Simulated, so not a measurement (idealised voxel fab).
The process module that follows is named voxel wiring stack.
The cross-section shown here is cut; it is 285 nm wide and divided into square cells measuring 5 nm on a side.
Just so we're on the same page, the cross-sections are grids of square cells, and they're listed out in bands top to bottom, each band one or more rows deep. Top height, bottom height, nm. Materials left to right, width each, nm. Single material + "all across" = fills band edge to edge. "blank" = empty. We count height from 0. Below that, the starting wafer is all one material. The lowest band never ends at the bottom but goes on down; see "0 nm and below" for how that is written. The expression "30..40" gives the width at the extremes of the band, the first number at its top row of cells and the second at its bottom row, with the width changing by equal amounts from each row to the next in between. Key: "no alterations made" - step with no changed cell in the cross-section. Closed-off voids of 8+ cells (no open route to the top) go in "Enclosed internal voids", written width x height at distance from the left edge, in nm. Where a step's line continues beyond its settings, the continuation is a remark by the simulator itself on that step. overlay nm: step with mask; distance mask lay right of planned place; negative value = left of planned place.

So here's the lineup of process steps we planned
| 1 | op RECEIVE | material Si |
| 2 | op CONFORMAL_DEP | material SiO2 | thk nm 15 |
| 3 | op DIRECTIONAL_DEP | material TiN | thk nm 5 |
| 4 | op DIRECTIONAL_DEP | material Ru | thk nm 15 |
| 5 | op PATTERN | tone cover | mask id METAL_1 | material resist | width nm 30 | pitch nm 45 | thk nm 15 | overlay nm 0 |
| 6 | op DIRECTIONAL_ETCH | etch materials Ru | depth nm 15 |
| 7 | op DIRECTIONAL_ETCH | etch materials TiN | depth nm 5 |
| 8 | op STRIP | etch materials resist |
| 9 | op CONFORMAL_DEP | material SiCN | thk nm 5 |
| 10 | op FILL_DEP | material SiO2 | thk nm 10 |
| 11 | op CMP | height nm 35 |
| 12 | op CONFORMAL_DEP | material SiCN | thk nm 5 |
| 13 | op DIRECTIONAL_DEP | material lowk | thk nm 20 |
| 14 | op DIRECTIONAL_DEP | material aC | thk nm 10 |
| 15 | op PATTERN | tone open | mask id PLUG_1 | material resist | width nm 15 | thk nm 25 | overlay nm 0 |
| 16 | op DIRECTIONAL_ETCH | etch materials aC | depth nm 10 |
| 17 | op STRIP | etch materials resist |
| 18 | op DIRECTIONAL_ETCH | etch materials lowk | depth nm 20 |
| 19 | op DIRECTIONAL_ETCH | etch materials SiCN | depth nm 5 |
| 20 | op STRIP | etch materials aC |
| 21 | op CONFORMAL_DEP | material TiN | thk nm 5 |
| 22 | op FILL_DEP | material W | thk nm 10 |
| 23 | op CMP | height nm 60 |
| 24 | op CONFORMAL_DEP | material SiCN | thk nm 5 |
| 25 | op DIRECTIONAL_DEP | material SiO2 | thk nm 15 |
| 26 | op MASKED_ETCH | tone open | mask id METAL_2 | width nm 30 | pitch nm 45 | etch materials SiO2 | depth nm 15 | overlay nm 0 |
| 27 | op MASKED_ETCH | tone open | mask id METAL_2 | width nm 30 | pitch nm 45 | etch materials SiCN | depth nm 5 | overlay nm 0 |
| 28 | op CONFORMAL_DEP | material TiN | thk nm 5 |
| 29 | op FILL_DEP | material Cu | thk nm 10 |
| 30 | op CMP | height nm 80 |
| 31 | op CONFORMAL_DEP | material SiCN | thk nm 5 |
| 32 | op DIRECTIONAL_DEP | material lowk | thk nm 10 |
| 33 | op MASKED_ETCH | tone open | mask id PLUG_2 | width nm 15 | etch materials lowk | depth nm 10 | overlay nm 0 |
| 34 | op MASKED_ETCH | tone open | mask id PLUG_2 | width nm 15 | etch materials SiCN | depth nm 5 | overlay nm 0 |
| 35 | op EPI | material Ru | thk nm 10 |
| 36 | op EPI | material Ru | thk nm 5 |
| 37 | op CONFORMAL_DEP | material SiN | thk nm 5 |
| 38 | op DIRECTIONAL_DEP | material SiO2 | thk nm 15 |
| 39 | op DIRECTIONAL_DEP | material aC | thk nm 15 |
| 40 | op PATTERN | tone open | mask id METAL_3 | material resist | width nm 30 | pitch nm 45 | thk nm 35 | overlay nm 0 |
| 41 | op DIRECTIONAL_ETCH | etch materials aC | depth nm 15 |
| 42 | op STRIP | etch materials resist |
| 43 | op DIRECTIONAL_ETCH | etch materials SiO2 | depth nm 15 |
| 44 | op DIRECTIONAL_ETCH | etch materials SiN | depth nm 5 |
| 45 | op STRIP | etch materials aC |
| 46 | op CONFORMAL_DEP | material TiN | thk nm 5 |
| 47 | op FILL_DEP | material Ru | thk nm 10 |
| 48 | op CMP | height nm 115 |
| 49 | op CONFORMAL_DEP | material SiCN | thk nm 5 |
| 50 | op DIRECTIONAL_DEP | material lowk | thk nm 30 |
| 51 | op PATTERN | tone open | mask id METAL_4_HOLES | material resist | width nm 15 | thk nm 20 | overlay nm 0 |
| 52 | op DIRECTIONAL_ETCH | etch materials lowk | depth nm 30 |
| 53 | op STRIP | etch materials resist |
| 54 | op PATTERN | tone open | mask id METAL_4 | material resist | width nm 30 | pitch nm 45 | thk nm 15 | overlay nm 0 |
| 55 | op DIRECTIONAL_ETCH | etch materials lowk | depth nm 20 |
| 56 | op DIRECTIONAL_ETCH | etch materials SiCN | depth nm 5 |
| 57 | op STRIP | etch materials resist |
| 58 | op CONFORMAL_DEP | material TiN | thk nm 5 |
| 59 | op FILL_DEP | material Cu | thk nm 5 |
| 60 | op CMP | height nm 150 |
| 61 | op CONFORMAL_DEP | material SiN | thk nm 5 |

Cross-section of the wafer upon arrival, representing the state reached after step 1
0 nm and below = Si all across
Enclosed internal voids: none

As-planned run: cross-section of the first of two wafers at end of module
155 nm to 150 nm = SiN all across
150 nm to 135 nm = lowk (105); TiN (5); Cu (20); TiN (5); lowk (15); TiN (5); Cu (20); TiN (5); lowk (105)
135 nm to 130 nm = lowk (105); TiN (5); Cu (5); TiN (20); lowk (15); TiN (30); lowk (105)
130 nm to 120 nm = lowk (105); TiN (5); Cu (5); TiN (5); lowk (165)
120 nm to 115 nm = SiCN (105); TiN (15); SiCN (165)
115 nm to 100 nm = SiO2 (105); TiN (5); Ru (20); TiN (5); SiO2 (15); TiN (5); Ru (20); TiN (5); SiO2 (105)
100 nm to 95 nm = SiN (105); TiN (30); SiN (15); TiN (30); SiN (105)
95 nm to 85 nm = lowk (105); Ru (15); lowk (165)
85 nm to 80 nm = SiCN (105); Ru (15); SiCN (165)
80 nm to 65 nm = SiO2 (105); TiN (5); Cu (20); TiN (5); SiO2 (15); TiN (5); Cu (20); TiN (5); SiO2 (105)
65 nm to 60 nm = SiCN (105); TiN (30); SiCN (15); TiN (30); SiCN (105)
60 nm to 40 nm = lowk (105); TiN (5); W (5); TiN (5); lowk (165)
40 nm to 35 nm = SiCN (105); TiN (15); SiCN (165)
35 nm to 20 nm = SiO2 (100); SiCN (5); Ru (30); SiCN (5); SiO2 (5); SiCN (5); Ru (30); SiCN (5); SiO2 (100)
20 nm to 15 nm = SiCN (105); TiN (30); SiCN (15); TiN (30); SiCN (105)
15 nm to 0 nm = SiO2 all across
0 nm and below = Si all across
Enclosed internal voids: none

Wafer two cross-section, module end. Start and plan unchanged from wafer one; one mistake made during the run
155 nm to 150 nm = SiN all across
150 nm to 135 nm = lowk (105); TiN (5); Cu (20); TiN (5); lowk (15); TiN (5); Cu (20); TiN (5); lowk (105)
135 nm to 130 nm = lowk (105); TiN (5); Cu (5); TiN (20); lowk (15); TiN (30); lowk (105)
130 nm to 120 nm = lowk (105); TiN (5); Cu (5); TiN (5); lowk (165)
120 nm to 115 nm = SiCN (105); TiN (15); SiCN (165)
115 nm to 100 nm = SiO2 (105); TiN (5); Ru (20); TiN (5); SiO2 (15); TiN (5); Ru (20); TiN (5); SiO2 (105)
100 nm to 95 nm = SiN (105); TiN (30); SiN (15); TiN (30); SiN (105)
95 nm to 85 nm = lowk (105); Ru (15); lowk (165)
85 nm to 80 nm = SiCN (105); Ru (15); SiCN (165)
80 nm to 70 nm = SiO2 (105); TiN (5); Cu (20); TiN (5); SiO2 (15); TiN (5); Cu (20); TiN (5); SiO2 (105)
70 nm to 65 nm = SiO2 (105); TiN (5); Cu (15); TiN (10); SiO2 (15); TiN (5); Cu (15); TiN (10); SiO2 (105)
65 nm to 60 nm = SiCN (105); TiN (25); SiCN (20); TiN (25); SiCN (110)
60 nm to 40 nm = lowk (105); TiN (5); W (5); TiN (5); lowk (165)
40 nm to 35 nm = SiCN (105); TiN (15); SiCN (165)
35 nm to 20 nm = SiO2 (100); SiCN (5); Ru (30); SiCN (5); SiO2 (5); SiCN (5); Ru (30); SiCN (5); SiO2 (100)
20 nm to 15 nm = SiCN (105); TiN (30); SiCN (15); TiN (30); SiCN (105)
15 nm to 0 nm = SiO2 all across
0 nm and below = Si all across
Enclosed internal voids: none
The plan and the run diverged here: step 27 ran differently from the plan; actual operation with settings: op MASKED_ETCH | tone open | mask id METAL_2 | width nm 30 | pitch nm 45 | etch materials SiCN | depth nm 5 | overlay nm -5
Wrapping up, a cell-based count of both wafers puts the second over or under the first for these materials: Cu: 2 fewer; SiCN: 2 more
